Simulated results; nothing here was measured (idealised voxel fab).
Process module under the name voxel self aligned contacts
cross-section cut | 195 nm wide | cells 5 nm
How to read a cross-section here: the picture is a grid of square cells, written as bands going from the top down, and any band can span one or more rows of cells. Band: top and bottom heights (nm) first, top before bottom; then materials from left to right, widths in nm. "full width" marks a sole material filling the band edge to edge. "blank" denotes empty space. Zero point of the height axis is 0; under it, received wafer = one material. Lowest band: continues down indefinitely, "z 0 and below". A two-number width, for instance "30->40", indicates that the width is equal to the first number in the top row of the band and to the second number in the bottom row, and that it changes by a constant amount per row of cells. Key: "no change" - step with no changed cell in the cross-section. Empty spaces without an open route to the top, at least 8 cells in extent, make up the entry "Closed void roster"; each is given as width x height at distance, where the distance is measured from the left edge, and all are in nm. If you see something after the settings on a step's line, that's the simulator's own remark about that step. "overlay nm" on a masked step: distance the mask lay right of its planned place, negative for left.
## Listed below are the process steps as planned
- 1: RECEIVE with material Si
- 2: CONFORMAL_DEP with material SiO2, thk nm 5
- 3: DIRECTIONAL_DEP with material polySi, thk nm 30
- 4: DIRECTIONAL_DEP with material SiN, thk nm 15
- 5: PATTERN with tone cover, mask id GATE, material resist, width nm 30, pitch nm 65, thk nm 15, overlay nm 0
- 6: DIRECTIONAL_ETCH with etch materials SiN, depth nm 15
- 7: DIRECTIONAL_ETCH with etch materials polySi, depth nm 30
- 8: STRIP with etch materials resist
- 9: CONFORMAL_DEP with material SiN, thk nm 5
- 10: DIRECTIONAL_ETCH with etch materials SiN, depth nm 5
- 11: FILL_DEP with material SiO2, thk nm 15
- 12: CMP with height nm 60
- 13: MASKED_ETCH with tone open, mask id CONTACT, width nm 45, pitch nm 65, etch materials SiO2, depth nm 60, overlay nm 0
- 14: CONFORMAL_DEP with material TiN, thk nm 5
- 15: FILL_DEP with material Ru, thk nm 5
- 16: CMP with height nm 60
- 17: CONFORMAL_DEP with material SiCN, thk nm 5
## Account of the first of two wafers, which was processed as intended
## Step 1 complete: cross-section of the wafer as received
  z 0 and below: Si full width
  Closed void roster: none
## Once step 2 is through, the wafer looks like this in cross-section
  z 5 to 0: SiO2 full width
  Under the height 0 nothing was changed.
## Once step 3 is through, the wafer looks like this in cross-section
  z 35 to 5: polySi full width
  Under the height 5 nothing was changed.
## Once step 4 is through, the wafer looks like this in cross-section
  z 50 to 35: SiN full width
  Under the height 35 nothing was changed.
## Once step 5 is through, the wafer looks like this in cross-section
  z 65 to 50: blank=15  resist=30  blank=35  resist=30  blank=35  resist=30  blank=20
  Under the height 50 nothing was changed.
## Once step 6 is through, the wafer looks like this in cross-section
  z 65 to 50: blank=15  resist=30  blank=35  resist=30  blank=35  resist=30  blank=20
  z 50 to 35: blank=15  SiN=30  blank=35  SiN=30  blank=35  SiN=30  blank=20
  Under the height 35 nothing was changed.
## Once step 7 is through, the wafer looks like this in cross-section
  z 65 to 50: blank=15  resist=30  blank=35  resist=30  blank=35  resist=30  blank=20
  z 50 to 35: blank=15  SiN=30  blank=35  SiN=30  blank=35  SiN=30  blank=20
  z 35 to 5: blank=15  polySi=30  blank=35  polySi=30  blank=35  polySi=30  blank=20
  Under the height 5 nothing was changed.
## Once step 8 is through, the wafer looks like this in cross-section
  z 50 to 35: blank=15  SiN=30  blank=35  SiN=30  blank=35  SiN=30  blank=20
  Under the height 35 nothing was changed.
## Once step 9 is through, the wafer looks like this in cross-section
  z 55 to 35: blank=10  SiN=40  blank=25  SiN=40  blank=25  SiN=40  blank=15
  z 35 to 10: blank=10  SiN=5  polySi=30  SiN=5  blank=25  SiN=5  polySi=30  SiN=5  blank=25  SiN=5  polySi=30  SiN=5  blank=15
  z 10 to 5: SiN=15  polySi=30  SiN=35  polySi=30  SiN=35  polySi=30  SiN=20
  Under the height 5 nothing was changed.
## Once step 10 is through, the wafer looks like this in cross-section
  z 50 to 35: blank=10  SiN=40  blank=25  SiN=40  blank=25  SiN=40  blank=15
  z 35 to 5: blank=10  SiN=5  polySi=30  SiN=5  blank=25  SiN=5  polySi=30  SiN=5  blank=25  SiN=5  polySi=30  SiN=5  blank=15
  Under the height 5 nothing was changed.
## Once step 11 is through, the wafer looks like this in cross-section
  z 65 to 50: SiO2 full width
  z 50 to 35: SiO2=10  SiN=40  SiO2=25  SiN=40  SiO2=25  SiN=40  SiO2=15
  z 35 to 5: SiO2=10  SiN=5  polySi=30  SiN=5  SiO2=25  SiN=5  polySi=30  SiN=5  SiO2=25  SiN=5  polySi=30  SiN=5  SiO2=15
  Under the height 5 nothing was changed.
## Once step 12 is through, the wafer looks like this in cross-section
  z 60 to 50: SiO2 full width
  Under the height 50 nothing was changed.
## Once step 13 is through, the wafer looks like this in cross-section
  z 60 to 50: SiO2=40  blank=45  SiO2=20  blank=45  SiO2=45
  z 50 to 35: SiO2=10  SiN=40  blank=25  SiN=40  blank=25  SiN=40  SiO2=15
  z 35 to 5: SiO2=10  SiN=5  polySi=30  SiN=5  blank=25  SiN=5  polySi=30  SiN=5  blank=25  SiN=5  polySi=30  SiN=5  SiO2=15
  z 5 to 0: SiO2=50  blank=25  SiO2=40  blank=25  SiO2=55
  Under the height 0 nothing was changed.
## Once step 14 is through, the wafer looks like this in cross-section
  z 65 to 60: TiN=45  blank=35  TiN=30  blank=35  TiN=50
  z 60 to 50: SiO2=40  TiN=5->15  blank=35->15  TiN=5->15  SiO2=20  TiN=5->15  blank=35->15  TiN=5->15  SiO2=45
  z 50 to 35: SiO2=10  SiN=40  TiN=5  blank=15  TiN=5  SiN=40  TiN=5  blank=15  TiN=5  SiN=40  SiO2=15
  z 35 to 5: SiO2=10  SiN=5  polySi=30  SiN=5  TiN=5  blank=15  TiN=5  SiN=5  polySi=30  SiN=5  TiN=5  blank=15  TiN=5  SiN=5  polySi=30  SiN=5  SiO2=15
  z 5 to 0: SiO2=50  TiN=25  SiO2=40  TiN=25  SiO2=55
  Under the height 0 nothing was changed.
## Once step 15 is through, the wafer looks like this in cross-section
  z 70 to 65: Ru full width
  z 65 to 60: TiN=45  Ru=35  TiN=30  Ru=35  TiN=50
  z 60 to 50: SiO2=40  TiN=5->15  Ru=35->15  TiN=5->15  SiO2=20  TiN=5->15  Ru=35->15  TiN=5->15  SiO2=45
  z 50 to 35: SiO2=10  SiN=40  TiN=5  Ru=15  TiN=5  SiN=40  TiN=5  Ru=15  TiN=5  SiN=40  SiO2=15
  z 35 to 5: SiO2=10  SiN=5  polySi=30  SiN=5  TiN=5  Ru=15  TiN=5  SiN=5  polySi=30  SiN=5  TiN=5  Ru=15  TiN=5  SiN=5  polySi=30  SiN=5  SiO2=15
  Under the height 5 nothing was changed.
## Once step 16 is through, the wafer looks like this in cross-section
  z 60 to 50: SiO2=40  TiN=5->15  Ru=35->15  TiN=5->15  SiO2=20  TiN=5->15  Ru=35->15  TiN=5->15  SiO2=45
  Under the height 50 nothing was changed.
## Once step 17 is through, the wafer looks like this in cross-section
  z 65 to 60: SiCN full width
  Under the height 60 nothing was changed.
## The remaining wafer, second of the two, started like the first and was run to the same plan, except that one mistake was made along the way; the two coincide through step 8, inclusive
## Second wafer shown in cross-section at the time step 9 was slated to end
  z 45 to 35: blank=15  SiN=30  blank=35  SiN=30  blank=35  SiN=30  blank=20
  Under the height 35 nothing was changed.
## Second wafer shown in cross-section at the time step 10 was slated to end
  z 50 to 35: blank=10  SiN=40  blank=25  SiN=40  blank=25  SiN=40  blank=15
  z 35 to 10: blank=10  SiN=5  polySi=30  SiN=5  blank=25  SiN=5  polySi=30  SiN=5  blank=25  SiN=5  polySi=30  SiN=5  blank=15
  z 10 to 5: SiN=15  polySi=30  SiN=35  polySi=30  SiN=35  polySi=30  SiN=20
  Under the height 5 nothing was changed.
## Second wafer shown in cross-section at the time step 11 was slated to end
  z 65 to 50: SiO2 full width
  z 50 to 35: SiO2=10  SiN=40  SiO2=25  SiN=40  SiO2=25  SiN=40  SiO2=15
  z 35 to 10: SiO2=10  SiN=5  polySi=30  SiN=5  SiO2=25  SiN=5  polySi=30  SiN=5  SiO2=25  SiN=5  polySi=30  SiN=5  SiO2=15
  Under the height 10 nothing was changed.
## Second wafer shown in cross-section at the time step 12 was slated to end
  z 60 to 50: SiO2 full width
  Under the height 50 nothing was changed.
## Second wafer shown in cross-section at the time step 13 was slated to end
  z 60 to 50: SiO2=40  blank=45  SiO2=20  blank=45  SiO2=45
  z 50 to 35: SiO2=10  SiN=40  blank=25  SiN=40  blank=25  SiN=40  SiO2=15
  z 35 to 10: SiO2=10  SiN=5  polySi=30  SiN=5  blank=25  SiN=5  polySi=30  SiN=5  blank=25  SiN=5  polySi=30  SiN=5  SiO2=15
  Under the height 10 nothing was changed.
## Second wafer shown in cross-section at the time step 14 was slated to end
  z 65 to 60: TiN=45  blank=35  TiN=30  blank=35  TiN=50
  z 60 to 50: SiO2=40  TiN=5->15  blank=35->15  TiN=5->15  SiO2=20  TiN=5->15  blank=35->15  TiN=5->15  SiO2=45
  z 50 to 35: SiO2=10  SiN=40  TiN=5  blank=15  TiN=5  SiN=40  TiN=5  blank=15  TiN=5  SiN=40  SiO2=15
  z 35 to 15: SiO2=10  SiN=5  polySi=30  SiN=5  TiN=5  blank=15  TiN=5  SiN=5  polySi=30  SiN=5  TiN=5  blank=15  TiN=5  SiN=5  polySi=30  SiN=5  SiO2=15
  z 15 to 10: SiO2=10  SiN=5  polySi=30  SiN=5  TiN=25  SiN=5  polySi=30  SiN=5  TiN=25  SiN=5  polySi=30  SiN=5  SiO2=15
  Under the height 10 nothing was changed.
## Second wafer shown in cross-section at the time step 15 was slated to end
  z 70 to 65: Ru full width
  z 65 to 60: TiN=45  Ru=35  TiN=30  Ru=35  TiN=50
  z 60 to 50: SiO2=40  TiN=5->15  Ru=35->15  TiN=5->15  SiO2=20  TiN=5->15  Ru=35->15  TiN=5->15  SiO2=45
  z 50 to 35: SiO2=10  SiN=40  TiN=5  Ru=15  TiN=5  SiN=40  TiN=5  Ru=15  TiN=5  SiN=40  SiO2=15
  z 35 to 15: SiO2=10  SiN=5  polySi=30  SiN=5  TiN=5  Ru=15  TiN=5  SiN=5  polySi=30  SiN=5  TiN=5  Ru=15  TiN=5  SiN=5  polySi=30  SiN=5  SiO2=15
  Under the height 15 nothing was changed.
## Second wafer shown in cross-section at the time step 16 was slated to end
  z 60 to 50: SiO2=40  TiN=5->15  Ru=35->15  TiN=5->15  SiO2=20  TiN=5->15  Ru=35->15  TiN=5->15  SiO2=45
  Under the height 50 nothing was changed.
## Second wafer shown in cross-section at the time step 17 was slated to end
  z 65 to 60: SiCN full width
  Under the height 60 nothing was changed.
Run error: the run placed steps 9 and 10 each in the position the plan gave to the other
Final wafer comparison in cells, second versus first, more or fewer per material: Ru -12 | SiN +15 | SiO2 +5 | TiN -8
